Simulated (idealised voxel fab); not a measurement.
process module | voxel trench capacitor
cross-section cut | 240 nm wide | cells 5 nm
A cross-section is a grid of square cells, given in bands from the top down. A band is one or more rows of cells.
Each band's line starts with the height of the band's top and of its bottom, in nm. Then come its materials from left to right, each with its width in nm. One material with "throughout" fills the band from edge to edge. "air" is empty space.
Height 0 is the level under which the wafer as received is all one material. The lowest band goes on downwards, as in "0 down".
A width such as "30 to 40" changes by the same amount from each row of cells to the next, from the band's top row to its bottom row.
"no change" after a step means that no cell of the cross-section changed.
closed voids: empty space of 8 cells or more with no open way to the top, each as width x height at its distance from the left edge, in nm
after a step's settings: what the simulator itself notes on the step
overlay nm, on a step with a mask: how far to the right of its planned place the mask lay; to the left if negative
plan
1 op RECEIVE | material Si
2 op CONFORMAL_DEP | material SiN | thk nm 10
3 op PATTERN | tone open | mask id TRENCH | material resist | width nm 25 | pitch nm 50 | thk nm 15 | overlay nm 0
4 op DIRECTIONAL_ETCH | etch materials SiN | depth nm 10
5 op DIRECTIONAL_ETCH | etch materials Si | depth nm 40
6 op STRIP | etch materials resist
7 op CONFORMAL_DEP | material HfO2 | thk nm 5
8 op CONFORMAL_DEP | material TiN | thk nm 5
9 op FILL_DEP | material W | thk nm 5
10 op CMP | height nm 10
first wafer, as planned
as received, after step 1
  0 down: Si throughout
  closed voids: none
after step 2
  10 to 0: SiN throughout
  below 0: unchanged
after step 3
  25 to 10: resist 55 | air 25 | resist 25 | air 25 | resist 25 | air 25 | resist 60
  below 10: unchanged
after step 4
  25 to 10: resist 55 | air 25 | resist 25 | air 25 | resist 25 | air 25 | resist 60
  10 to 0: SiN 55 | air 25 | SiN 25 | air 25 | SiN 25 | air 25 | SiN 60
  below 0: unchanged
after step 5
  25 to 10: resist 55 | air 25 | resist 25 | air 25 | resist 25 | air 25 | resist 60
  10 to 0: SiN 55 | air 25 | SiN 25 | air 25 | SiN 25 | air 25 | SiN 60
  0 to -40: Si 55 | air 25 | Si 25 | air 25 | Si 25 | air 25 | Si 60
  below -40: unchanged
after step 6
  10 to 0: SiN 55 | air 25 | SiN 25 | air 25 | SiN 25 | air 25 | SiN 60
  below 0: unchanged
after step 7
  15 to 10: HfO2 60 | air 15 | HfO2 35 | air 15 | HfO2 35 | air 15 | HfO2 65
  10 to 0: SiN 55 | HfO2 5 | air 15 | HfO2 5 | SiN 25 | HfO2 5 | air 15 | HfO2 5 | SiN 25 | HfO2 5 | air 15 | HfO2 5 | SiN 60
  0 to -35: Si 55 | HfO2 5 | air 15 | HfO2 5 | Si 25 | HfO2 5 | air 15 | HfO2 5 | Si 25 | HfO2 5 | air 15 | HfO2 5 | Si 60
  -35 to -40: Si 55 | HfO2 25 | Si 25 | HfO2 25 | Si 25 | HfO2 25 | Si 60
  below -40: unchanged
after step 8
  20 to 15: TiN 65 | air 5 | TiN 45 | air 5 | TiN 45 | air 5 | TiN 70
  15 to 10: HfO2 60 | TiN 5 | air 5 | TiN 5 | HfO2 35 | TiN 5 | air 5 | TiN 5 | HfO2 35 | TiN 5 | air 5 | TiN 5 | HfO2 65
  10 to 0: SiN 55 | HfO2 5 | TiN 5 | air 5 | TiN 5 | HfO2 5 | SiN 25 | HfO2 5 | TiN 5 | air 5 | TiN 5 | HfO2 5 | SiN 25 | HfO2 5 | TiN 5 | air 5 | TiN 5 | HfO2 5 | SiN 60
  0 to -30: Si 55 | HfO2 5 | TiN 5 | air 5 | TiN 5 | HfO2 5 | Si 25 | HfO2 5 | TiN 5 | air 5 | TiN 5 | HfO2 5 | Si 25 | HfO2 5 | TiN 5 | air 5 | TiN 5 | HfO2 5 | Si 60
  -30 to -35: Si 55 | HfO2 5 | TiN 15 | HfO2 5 | Si 25 | HfO2 5 | TiN 15 | HfO2 5 | Si 25 | HfO2 5 | TiN 15 | HfO2 5 | Si 60
  below -35: unchanged
after step 9
  25 to 20: W throughout
  20 to 15: TiN 65 | W 5 | TiN 45 | W 5 | TiN 45 | W 5 | TiN 70
  15 to 10: HfO2 60 | TiN 5 | W 5 | TiN 5 | HfO2 35 | TiN 5 | W 5 | TiN 5 | HfO2 35 | TiN 5 | W 5 | TiN 5 | HfO2 65
  10 to 0: SiN 55 | HfO2 5 | TiN 5 | W 5 | TiN 5 | HfO2 5 | SiN 25 | HfO2 5 | TiN 5 | W 5 | TiN 5 | HfO2 5 | SiN 25 | HfO2 5 | TiN 5 | W 5 | TiN 5 | HfO2 5 | SiN 60
  0 to -30: Si 55 | HfO2 5 | TiN 5 | W 5 | TiN 5 | HfO2 5 | Si 25 | HfO2 5 | TiN 5 | W 5 | TiN 5 | HfO2 5 | Si 25 | HfO2 5 | TiN 5 | W 5 | TiN 5 | HfO2 5 | Si 60
  below -30: unchanged
after step 10
  10 to 0: SiN 55 | HfO2 5 | TiN 5 | W 5 | TiN 5 | HfO2 5 | SiN 25 | HfO2 5 | TiN 5 | W 5 | TiN 5 | HfO2 5 | SiN 25 | HfO2 5 | TiN 5 | W 5 | TiN 5 | HfO2 5 | SiN 60
  below 0: unchanged
second wafer: like start, like plan, one mistake. Through step 6 it matches the first wafer
when step 7 should have ended: no change
when step 8 should have ended
  15 to 10: TiN 60 | air 15 | TiN 35 | air 15 | TiN 35 | air 15 | TiN 65
  10 to 0: SiN 55 | TiN 5 | air 15 | TiN 5 | SiN 25 | TiN 5 | air 15 | TiN 5 | SiN 25 | TiN 5 | air 15 | TiN 5 | SiN 60
  0 to -35: Si 55 | TiN 5 | air 15 | TiN 5 | Si 25 | TiN 5 | air 15 | TiN 5 | Si 25 | TiN 5 | air 15 | TiN 5 | Si 60
  -35 to -40: Si 55 | TiN 25 | Si 25 | TiN 25 | Si 25 | TiN 25 | Si 60
  below -40: unchanged
when step 9 should have ended
  20 to 15: W throughout
  15 to 10: TiN 60 | W 15 | TiN 35 | W 15 | TiN 35 | W 15 | TiN 65
  10 to 0: SiN 55 | TiN 5 | W 15 | TiN 5 | SiN 25 | TiN 5 | W 15 | TiN 5 | SiN 25 | TiN 5 | W 15 | TiN 5 | SiN 60
  0 to -35: Si 55 | TiN 5 | W 15 | TiN 5 | Si 25 | TiN 5 | W 15 | TiN 5 | Si 25 | TiN 5 | W 15 | TiN 5 | Si 60
  below -35: unchanged
when step 10 should have ended
  10 to 0: SiN 55 | TiN 5 | W 15 | TiN 5 | SiN 25 | TiN 5 | W 15 | TiN 5 | SiN 25 | TiN 5 | W 15 | TiN 5 | SiN 60
  below 0: unchanged
what went wrong: step 7 was left out
at the end the second wafer has, in cells: 69 fewer of HfO2 | 12 more of TiN | 57 more of W
